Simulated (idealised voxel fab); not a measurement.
voxel tone inversion: a process module
Shown is cross-section cut, with a width of 265 nm and square cells of size 5 nm.
We lay out every cross-section as a grid of square cells and spell it out in bands from the top down, where one band means one or more rows of cells.
Band: top height; bottom height; in nm. Then, left to right: material with width in nm, for each material. "all across": a single material spanning edge to edge. "air": empty space.
Note: height 0 marks the level under which the wafer is uniformly one material as received. Lowest band unbounded below, written "z 0 and below".
The width entry "30->40" should be interpreted row by row: the top row of cells in the band takes the first number, the bottom row takes the second number, and the change between adjacent rows is uniform throughout.
What does "no alterations made" mean for a step? It means no cell of the cross-section changed in that step.
Voids not open to the top, 8 cells minimum: see "Closed void catalog". Written width x height at distance; distance is from the left edge; nm.
Text after the settings on a step's line: the simulator's own remark on that step.
overlay nm, on a step with a mask: how far to the right of its planned place the mask lay; to the left if negative

### Process steps foreseen in the plan
1: RECEIVE (material Si)
2: CONFORMAL_DEP (material SiCN; thk nm 5)
3: DIRECTIONAL_DEP (material aC; thk nm 20)
4: PATTERN (tone cover; mask id POSTS; material resist; width nm 15; pitch nm 35; thk nm 25; overlay nm 0)
5: DIRECTIONAL_ETCH (etch materials aC; depth nm 20)
6: STRIP (etch materials resist)
7: FILL_DEP (material SiO2; thk nm 5)
8: CMP (height nm 25)
9: STRIP (etch materials aC)

### Wafer, first of two, run as planned

### Here's what the wafer looked like in cross-section when it arrived - that's after step 1
  z 0 and below  Si all across
  Closed void catalog: none

### The following cross-section depicts the wafer upon completion of step 2
  z 5 to 0  SiCN all across
  For the remainder of the cross-section, below 0, there is no change.

### The following cross-section depicts the wafer upon completion of step 3
  z 25 to 5  aC all across
  For the remainder of the cross-section, below 5, there is no change.

### The following cross-section depicts the wafer upon completion of step 4
  z 50 to 25  air: 105, resist: 15, air: 20, resist: 15, air: 110
  For the remainder of the cross-section, below 25, there is no change.

### The following cross-section depicts the wafer upon completion of step 5
  z 30 to 25  air: 105, resist: 15, air: 20, resist: 15, air: 110
  z 25 to 5  air: 105, aC: 15, air: 20, aC: 15, air: 110
  For the remainder of the cross-section, below 5, there is no change.

### The following cross-section depicts the wafer upon completion of step 6
  z 25 to 5  air: 105, aC: 15, air: 20, aC: 15, air: 110
  For the remainder of the cross-section, below 5, there is no change.

### The following cross-section depicts the wafer upon completion of step 7
  z 30 to 25  SiO2 all across
  z 25 to 5  SiO2: 105, aC: 15, SiO2: 20, aC: 15, SiO2: 110
  For the remainder of the cross-section, below 5, there is no change.

### The following cross-section depicts the wafer upon completion of step 8
  z 25 to 5  SiO2: 105, aC: 15, SiO2: 20, aC: 15, SiO2: 110
  For the remainder of the cross-section, below 5, there is no change.

### The following cross-section depicts the wafer upon completion of step 9
  z 25 to 5  SiO2: 105, air: 15, SiO2: 20, air: 15, SiO2: 110
  For the remainder of the cross-section, below 5, there is no change.

### Wafer two. Identical start, identical plan. One mistake in execution. Identical history through step 6

### The second wafer in cross-section, at the planned close of step 7
  z 30 to 25  SiCN all across
  z 25 to 5  SiCN: 105, aC: 15, SiCN: 20, aC: 15, SiCN: 110
  For the remainder of the cross-section, below 5, there is no change.

### The second wafer in cross-section, at the planned close of step 8
  z 25 to 5  SiCN: 105, aC: 15, SiCN: 20, aC: 15, SiCN: 110
  For the remainder of the cross-section, below 5, there is no change.

### The second wafer in cross-section, at the planned close of step 9
  z 25 to 5  SiCN: 105, air: 15, SiCN: 20, air: 15, SiCN: 110
  For the remainder of the cross-section, below 5, there is no change.
Where did the run depart from the plan? step 7 ran as: FILL_DEP (material SiCN; thk nm 5)
The closing comparison, in cells, has the second wafer with more or fewer of some materials than the first: SiCN: 188 more, SiO2: 188 fewer
